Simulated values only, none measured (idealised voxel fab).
The name of this process module is voxel released beams.
Displayed cross-section: cut, width of 230 nm, square cells sized 5 nm.
Format of a cross-section: grid, square cells. Given as bands. Order: top down. Band: one or more rows of cells. Each band's line starts with the height of the band's top and of its bottom, in nm. Then come its materials from left to right, each with its width in nm. One material with "everywhere" fills the band from edge to edge. "blank" is empty space. Measure heights from 0. That's the level where, below it, the as-received wafer is all one material. The lowest band is bottomless and extends downward; write it as in "top 0, no bottom". With a width like "30..40", each row of cells in the band differs from the next by the same amount, the top row carrying the first number and the bottom row the second. Step marked "nothing different"? Then no cell in the cross-section changed in it. Entry "Fully closed voids". Content: empty spaces with no open connection to the top, size 8 cells or greater. Each: width x height at distance. Distance: from left edge. Unit: nm. Heads up: the bit after the settings on a step's line is the simulator's remark on that step. On any step carrying a mask, the "overlay nm" setting, if present on the step's line, tells how far right of its planned place the mask lay; negative values point to the left.

SO HERE'S THE LINEUP OF PROCESS STEPS WE PLANNED
step 1: op RECEIVE | material Si
step 2: op CONFORMAL_DEP | material SiN | thk nm 10
step 3: op DIRECTIONAL_DEP | material SiO2 | thk nm 20
step 4: op PATTERN | tone open | mask id ANCHOR | material resist | width nm 25 | thk nm 15 | overlay nm 0
step 5: op DIRECTIONAL_ETCH | etch materials SiO2 | depth nm 20
step 6: op STRIP | etch materials resist
step 7: op CONFORMAL_DEP | material polySi | thk nm 10
step 8: op PATTERN | tone cover | mask id BEAM | material resist | width nm 90 | thk nm 20 | overlay nm 0
step 9: op DIRECTIONAL_ETCH | etch materials polySi | depth nm 10
step 10: op STRIP | etch materials resist
step 11: op STRIP | etch materials SiO2

CROSS-SECTIONAL VIEW OF THE WAFER IN ITS AS-RECEIVED CONDITION, CORRESPONDING TO THE STATE AFTER STEP 1
- top 0, no bottom = Si everywhere
- Fully closed voids: none

AS-PLANNED RUN: CROSS-SECTION OF THE FIRST OF TWO WAFERS AT END OF MODULE
- top 40, bottom 30 = blank 65, then polySi 15, then blank 5, then polySi 70, then blank 75
- top 30, bottom 20 = blank 70, then polySi 10, then blank 5, then polySi 10, then blank 135
- top 20, bottom 10 = blank 70, then polySi 25, then blank 135
- top 10, bottom 0 = SiN everywhere
- top 0, no bottom = Si everywhere
- Fully closed voids: none

SECOND OF TWO WAFERS, MODULE COMPLETE, SECTIONED: IT SHARES THE FIRST WAFER'S START AND PLAN BUT WAS RUN WITH ONE MISTAKE
- top 40, bottom 30 = blank 65, then polySi 15, then blank 5, then polySi 75, then blank 70
- top 30, bottom 20 = blank 70, then polySi 10, then blank 5, then polySi 10, then blank 135
- top 20, bottom 10 = blank 70, then polySi 25, then blank 135
- top 10, bottom 0 = SiN everywhere
- top 0, no bottom = Si everywhere
- Fully closed voids: none
In executing the process, a mistake was made relative to the plan: step 8 did not use the planned setting and instead ran as op PATTERN | tone cover | mask id BEAM | material resist | width nm 95 | thk nm 20 | overlay nm 0
Once processing is complete, comparing cell counts shows that the second wafer has more or fewer of certain materials than the first: 2 more of polySi
